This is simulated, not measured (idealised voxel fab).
The following process module bears the name voxel self aligned vias.
We display cut, a cross-section 175 nm in width whose square cells are each 5 nm.
Notation: cross-section as square-cell grid; stated in bands, top first, going down; one or more cell rows per band. Top, bottom (nm), then materials left to right with widths (nm); lone material tagged "full width" fills the whole band edge to edge; "blank" = empty space. The reference from which all heights are counted is 0, the level beneath which the as-received wafer is entirely one material; the lowest band, having no lower bound, proceeds downward and is written after the example "top 0, no bottom". Width spec "30 to 40" -> top row of cells at first value, bottom row at second value, equal per-row change in between. Take "remained unchanged" at face value: in the step it is given for, the cross-section changed in none of its cells. The list in "Fully closed voids" covers empty spaces of 8 cells or more that cannot reach the top through any open way, and it gives each as width x height at distance; the distance is from the left edge, and width, height and distance are in nm. Anything after a step's settings on that line? It's the simulator's own note about the step. The optional step-line setting "overlay nm" applies to steps with a mask and quantifies how far to the right of its planned location the mask lay, a negative value indicating leftward placement.

[Planned step list for the process]
1 RECEIVE,material Si
2 CONFORMAL_DEP,material SiO2,thk nm 10
3 CONFORMAL_DEP,material SiCN,thk nm 5
4 DIRECTIONAL_DEP,material SiO2,thk nm 20
5 DIRECTIONAL_DEP,material aC,thk nm 10
6 PATTERN,tone open,mask id LINES,material resist,width nm 20,pitch nm 50,thk nm 25,overlay nm 0
7 DIRECTIONAL_ETCH,etch materials aC,depth nm 10
8 STRIP,etch materials resist
9 DIRECTIONAL_ETCH,etch materials SiO2,depth nm 20
10 STRIP,etch materials aC
11 CONFORMAL_DEP,material TiN,thk nm 5
12 FILL_DEP,material W,thk nm 5
13 CMP,height nm 35
14 SELECTIVE_ETCH,etch materials W Ru TiN,depth nm 5
15 FILL_DEP,material SiN,thk nm 10
16 CMP,height nm 35
17 DIRECTIONAL_DEP,material SiO2,thk nm 15
18 MASKED_ETCH,tone open,mask id VIAS,width nm 30,pitch nm 100,etch materials SiO2,depth nm 15,overlay nm 0
19 MASKED_ETCH,tone open,mask id VIAS,width nm 30,pitch nm 100,etch materials SiN,depth nm 5,overlay nm 0
20 CONFORMAL_DEP,material TiN,thk nm 5
21 FILL_DEP,material Ru,thk nm 5
22 CMP,height nm 50
23 CONFORMAL_DEP,material SiCN,thk nm 5

[This is the cross-section of the wafer as we received it, i.e. after step 1]
* top 0, no bottom: Si full width
* Fully closed voids: none

[first wafer at the end, as planned]
* top 55, bottom 50: SiCN full width
* top 50, bottom 40: SiO2=20 / TiN=5 / Ru=20 / TiN=5 / SiO2=70 / TiN=5 / Ru=20 / TiN=5 / SiO2=25
* top 40, bottom 35: SiO2=20 / TiN=10 / Ru=10 / TiN=10 / SiO2=70 / TiN=10 / Ru=10 / TiN=10 / SiO2=25
* top 35, bottom 30: SiO2=25 / TiN=20 / SiO2=30 / SiN=20 / SiO2=30 / TiN=20 / SiO2=30
* top 30, bottom 20: SiO2=25 / TiN=5 / W=10 / TiN=5 / SiO2=30 / TiN=5 / W=10 / TiN=5 / SiO2=30 / TiN=5 / W=10 / TiN=5 / SiO2=30
* top 20, bottom 15: SiO2=25 / TiN=20 / SiO2=30 / TiN=20 / SiO2=30 / TiN=20 / SiO2=30
* top 15, bottom 10: SiCN full width
* top 10, bottom 0: SiO2 full width
* top 0, no bottom: Si full width
* Fully closed voids: none

[Same start, same plan as the first wafer - but one mistake in the run. Cross-section of the second of the two at the end of the module]
* top 55, bottom 50: SiCN full width
* top 50, bottom 35: SiO2=20 / TiN=5 / Ru=20 / TiN=5 / SiO2=70 / TiN=5 / Ru=20 / TiN=5 / SiO2=25
* top 35, bottom 30: SiO2=20 / TiN=30 / SiO2=25 / SiN=20 / SiO2=25 / TiN=30 / SiO2=25
* top 30, bottom 20: SiO2=20 / TiN=10 / W=10 / TiN=10 / SiO2=25 / TiN=5 / W=10 / TiN=5 / SiO2=25 / TiN=10 / W=10 / TiN=10 / SiO2=25
* top 20, bottom 15: SiO2=25 / TiN=20 / SiO2=30 / TiN=20 / SiO2=30 / TiN=20 / SiO2=30
* top 15, bottom 10: SiCN full width
* top 10, bottom 0: SiO2 full width
* top 0, no bottom: Si full width
* Fully closed voids: none
Finding, execution versus plan: step 18, plan: ran twice
Final cells, second wafer relative to first, materials higher or lower: 4 more of Ru | 12 fewer of SiO2 | 8 more of TiN
